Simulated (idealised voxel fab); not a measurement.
The following is a process module called voxel gate over fins.
This is section cut - it's 255 nm across, gridded in 5 nm square cells.
A cross-section in this document is a grid of square cells, and it is written down as bands, the top band listed before the ones below it; a band is made up of one or more rows of cells. The band entry comprises the height of the band's top followed by the height of its bottom, expressed in nm, and subsequently the band's materials from left to right, each stated together with its width in nm. Where a single material is marked with the word "throughout", that material fills the band from edge to edge. The word "empty" represents empty space. Measure heights from 0. That's the level where, below it, the as-received wafer is all one material. The lowest band is bottomless and extends downward; write it as in "0..down". Width: "30..40" (first number = top row, second number = bottom row, same change from row to row of cells). Key: "no alterations made" - step with no changed cell in the cross-section. Reported under the label "Closed void roster" are the empty spaces having no open way to the top and comprising 8 cells or more; the notation for each is width x height at distance, in which the distance is measured from the left edge and all three values are in nm. Read whatever lies past the settings on a step's line as the simulator's own remark about the step. overlay nm: where the mask lay relative to plan, measured to the right, on steps with a mask; negatives go left.

**Steps planned for the process**
1 RECEIVE, material Si
2 CONFORMAL_DEP, material SiN, thk nm 5
3 MASKED_ETCH, tone cover, mask id FINS, width nm 15, pitch nm 45, etch materials SiN, depth nm 5, overlay nm 0
4 MASKED_ETCH, tone cover, mask id FINS, width nm 15, pitch nm 45, etch materials Si, depth nm 30, overlay nm 0
5 OXIDIZE, depth nm 5
6 FILL_DEP, material SiO2, thk nm 5
7 CMP, height nm 5
8 SELECTIVE_ETCH, etch materials SiO2, depth nm 15
9 STRIP, etch materials SiN
10 CONFORMAL_DEP, material HfO2, thk nm 5
11 CONFORMAL_DEP, material TiN, thk nm 5
12 FILL_DEP, material W, thk nm 15
13 CMP, height nm 20
14 CONFORMAL_DEP, material SiN, thk nm 5

**Cross-section of the wafer at receipt, which is the condition after step 1**
* 0..down = Si throughout
* Closed void roster: none

**As-planned run: cross-section of the first of two wafers at end of module**
* 25..20 = SiN throughout
* 20..10 = W throughout
* 10..5 = W=45 | TiN=25 | W=20 | TiN=25 | W=20 | TiN=25 | W=20 | TiN=25 | W=50
* 5..0 = W=45 | TiN=5 | HfO2=15 | TiN=5 | W=20 | TiN=5 | HfO2=15 | TiN=5 | W=20 | TiN=5 | HfO2=15 | TiN=5 | W=20 | TiN=5 | HfO2=15 | TiN=5 | W=50
* 0..-5 = TiN=50 | HfO2=5 | Si=5 | HfO2=5 | TiN=30 | HfO2=5 | Si=5 | HfO2=5 | TiN=30 | HfO2=5 | Si=5 | HfO2=5 | TiN=30 | HfO2=5 | Si=5 | HfO2=5 | TiN=55
* -5..-10 = HfO2=55 | Si=5 | HfO2=40 | Si=5 | HfO2=40 | Si=5 | HfO2=40 | Si=5 | HfO2=60
* -10..-35 = SiO2=55 | Si=5 | SiO2=40 | Si=5 | SiO2=40 | Si=5 | SiO2=40 | Si=5 | SiO2=60
* -35..down = Si throughout
* Closed void roster: none

**What the second wafer looks like in cross-section once the module is done. Its start and its plan matched the first wafer's exactly; what differed was one mistake in how it was run**
* 25..20 = SiN throughout
* 20..10 = W throughout
* 10..5 = W=45 | TiN=25 | W=20 | TiN=25 | W=20 | TiN=25 | W=20 | TiN=25 | W=50
* 5..0 = W=45 | TiN=5 | HfO2=15 | TiN=5 | W=20 | TiN=5 | HfO2=15 | TiN=5 | W=20 | TiN=5 | HfO2=15 | TiN=5 | W=20 | TiN=5 | HfO2=15 | TiN=5 | W=50
* 0..-5 = TiN=50 | HfO2=5 | Si=5 | HfO2=5 | TiN=5 | W=20 | TiN=5 | HfO2=5 | Si=5 | HfO2=5 | TiN=5 | W=20 | TiN=5 | HfO2=5 | Si=5 | HfO2=5 | TiN=5 | W=20 | TiN=5 | HfO2=5 | Si=5 | HfO2=5 | TiN=55
* -5..-10 = HfO2=40 | TiN=10 | HfO2=5 | Si=5 | HfO2=5 | TiN=30 | HfO2=5 | Si=5 | HfO2=5 | TiN=30 | HfO2=5 | Si=5 | HfO2=5 | TiN=30 | HfO2=5 | Si=5 | HfO2=5 | TiN=10 | HfO2=45
* -10..-15 = SiO2=35 | HfO2=20 | Si=5 | HfO2=40 | Si=5 | HfO2=40 | Si=5 | HfO2=40 | Si=5 | HfO2=20 | SiO2=40
* -15..-35 = SiO2=55 | Si=5 | SiO2=40 | Si=5 | SiO2=40 | Si=5 | SiO2=40 | Si=5 | SiO2=60
* -35..down = Si throughout
* Closed void roster: none
Finding, execution versus plan: mixed up steps 8 and 9 - ran each in the other's place
The final cell counts differ between the wafers, with the second having more or fewer of some materials than the first: HfO2: 10 more; SiO2: 32 fewer; TiN: 10 more; W: 12 more
